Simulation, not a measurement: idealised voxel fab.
Process module in this document: voxel gate over fins
Pictured: cross-section cut, 160 nm wide, on a grid of 5 nm square cells.
Reading order for cross-sections: top band down to bottom band. Underlying form: a grid of square cells. Band size: one or more rows of cells. Top height, bottom height, nm. Materials left to right, width each, nm. Single material + "full width" = fills band edge to edge. "air" = empty. Counting heights begins at 0, where everything beneath is, in the wafer as received, one material. The lowest band has no bottom; it goes on downwards, as "0..down" shows. Width: "30 to 40" (first number = top row, second number = bottom row, same change from row to row of cells). "same as before" for a step: no cell of the cross-section changed in that step. The label "Cavities, closed" introduces a list of the empty spaces, 8 cells or larger, that have no open way up to the top; each entry in it reads width x height at distance, where the distance is taken from the left edge and all three are stated in nm. Where a step's line continues beyond its settings, the continuation is a remark by the simulator itself on that step. "overlay nm" denotes, for a step that has a mask, the displacement of the mask to the right of its planned place, with negative values corresponding to the left.
[The following list gives the planned process steps]
1: RECEIVE (material Si)
2: CONFORMAL_DEP (material SiN; thk nm 5)
3: MASKED_ETCH (tone cover; mask id FINS; width nm 15; pitch nm 55; etch materials SiN; depth nm 5; overlay nm 0)
4: MASKED_ETCH (tone cover; mask id FINS; width nm 15; pitch nm 55; etch materials Si; depth nm 35; overlay nm 0)
5: OXIDIZE (depth nm 5)
6: FILL_DEP (material SiO2; thk nm 5)
7: CMP (height nm 5)
8: PATTERN (tone open; mask id RAIL; material resist; width nm 15; thk nm 15; overlay nm 0)
9: DIRECTIONAL_ETCH (etch materials SiO2; depth nm 35)
10: STRIP (etch materials resist)
11: CONFORMAL_DEP (material TiN; thk nm 5)
12: FILL_DEP (material W; thk nm 10)
13: CMP (height nm 5)
14: SELECTIVE_ETCH (etch materials W Ru TiN; depth nm 25)
15: FILL_DEP (material SiO2; thk nm 5)
16: CMP (height nm 5)
17: SELECTIVE_ETCH (etch materials SiO2; depth nm 20)
18: STRIP (etch materials SiN)
19: CONFORMAL_DEP (material HfO2; thk nm 5)
20: CONFORMAL_DEP (material TiN; thk nm 5)
21: CONFORMAL_DEP (material TiAl; thk nm 5)
22: CONFORMAL_DEP (material TiN; thk nm 5)
23: FILL_DEP (material W; thk nm 15)
24: CMP (height nm 30)
25: CONFORMAL_DEP (material SiN; thk nm 10)
[Wafer at receipt (post step 1), cross-section]
- 0..down: Si full width
- Cavities, closed: none
[Cross-section: first of two wafers, module finished, run according to plan]
- 40..30: SiN full width
- 30..20: W full width
- 20..15: 45 nm TiN, 10 nm W, 45 nm TiN, 10 nm W, 45 nm TiN, 5 nm W
- 15..10: 5 nm TiN, 35 nm TiAl, 5 nm TiN, 10 nm W, 5 nm TiN, 35 nm TiAl, 5 nm TiN, 10 nm W, 5 nm TiN, 35 nm TiAl, 5 nm TiN, 5 nm W
- 10..5: 5 nm TiN, 5 nm TiAl, 25 nm TiN, 5 nm TiAl, 5 nm TiN, 10 nm W, 5 nm TiN, 5 nm TiAl, 25 nm TiN, 5 nm TiAl, 5 nm TiN, 10 nm W, 5 nm TiN, 5 nm TiAl, 25 nm TiN, 5 nm TiAl, 5 nm TiN, 5 nm W
- 5..0: 5 nm TiN, 5 nm TiAl, 5 nm TiN, 15 nm HfO2, 5 nm TiN, 5 nm TiAl, 20 nm TiN, 5 nm TiAl, 5 nm TiN, 15 nm HfO2, 5 nm TiN, 5 nm TiAl, 20 nm TiN, 5 nm TiAl, 5 nm TiN, 15 nm HfO2, 5 nm TiN, 5 nm TiAl, 10 nm TiN
- 0..-5: 10 nm TiAl, 5 nm TiN, 5 nm HfO2, 5 nm Si, 5 nm HfO2, 5 nm TiN, 30 nm TiAl, 5 nm TiN, 5 nm HfO2, 5 nm Si, 5 nm HfO2, 5 nm TiN, 30 nm TiAl, 5 nm TiN, 5 nm HfO2, 5 nm Si, 5 nm HfO2, 5 nm TiN, 15 nm TiAl
- -5..-10: 15 nm TiN, 5 nm HfO2, 5 nm Si, 5 nm HfO2, 40 nm TiN, 5 nm HfO2, 5 nm Si, 5 nm HfO2, 40 nm TiN, 5 nm HfO2, 5 nm Si, 5 nm HfO2, 20 nm TiN
- -10..-15: 20 nm HfO2, 5 nm Si, 50 nm HfO2, 5 nm Si, 50 nm HfO2, 5 nm Si, 25 nm HfO2
- -15..-20: 20 nm SiO2, 5 nm Si, 50 nm SiO2, 5 nm Si, 50 nm SiO2, 5 nm Si, 25 nm SiO2
- -20..-25: 20 nm SiO2, 5 nm Si, 15 nm SiO2, 5 nm TiN, 5 nm W, 5 nm TiN, 20 nm SiO2, 5 nm Si, 50 nm SiO2, 5 nm Si, 25 nm SiO2
- -25..-30: 20 nm SiO2, 5 nm Si, 15 nm SiO2, 15 nm TiN, 20 nm SiO2, 5 nm Si, 50 nm SiO2, 5 nm Si, 25 nm SiO2
- -30..-40: 20 nm SiO2, 5 nm Si, 50 nm SiO2, 5 nm Si, 50 nm SiO2, 5 nm Si, 25 nm SiO2
- -40..down: Si full width
- Cavities, closed: none
[Same start, same plan as the first wafer - but one mistake in the run. Cross-section of the second of the two at the end of the module]
- 40..30: SiN full width
- 30..20: W full width
- 20..5: 45 nm TiN, 10 nm W, 45 nm TiN, 10 nm W, 45 nm TiN, 5 nm W
- 5..0: 15 nm TiN, 15 nm HfO2, 40 nm TiN, 15 nm HfO2, 40 nm TiN, 15 nm HfO2, 20 nm TiN
- 0..-10: 15 nm TiN, 5 nm HfO2, 5 nm Si, 5 nm HfO2, 40 nm TiN, 5 nm HfO2, 5 nm Si, 5 nm HfO2, 40 nm TiN, 5 nm HfO2, 5 nm Si, 5 nm HfO2, 20 nm TiN
- -10..-15: 20 nm HfO2, 5 nm Si, 50 nm HfO2, 5 nm Si, 50 nm HfO2, 5 nm Si, 25 nm HfO2
- -15..-20: 20 nm SiO2, 5 nm Si, 50 nm SiO2, 5 nm Si, 50 nm SiO2, 5 nm Si, 25 nm SiO2
- -20..-25: 20 nm SiO2, 5 nm Si, 15 nm SiO2, 5 nm TiN, 5 nm W, 5 nm TiN, 20 nm SiO2, 5 nm Si, 50 nm SiO2, 5 nm Si, 25 nm SiO2
- -25..-30: 20 nm SiO2, 5 nm Si, 15 nm SiO2, 15 nm TiN, 20 nm SiO2, 5 nm Si, 50 nm SiO2, 5 nm Si, 25 nm SiO2
- -30..-40: 20 nm SiO2, 5 nm Si, 50 nm SiO2, 5 nm Si, 50 nm SiO2, 5 nm Si, 25 nm SiO2
- -40..down: Si full width
- Cavities, closed: none
Diagnosis: in deviation from the planned setting, step 21 was conducted as CONFORMAL_DEP (material TiN; thk nm 5)
End check, counted in cells, second wafer has more or fewer of these materials than the first: TiAl: 50 fewer | TiN: 50 more
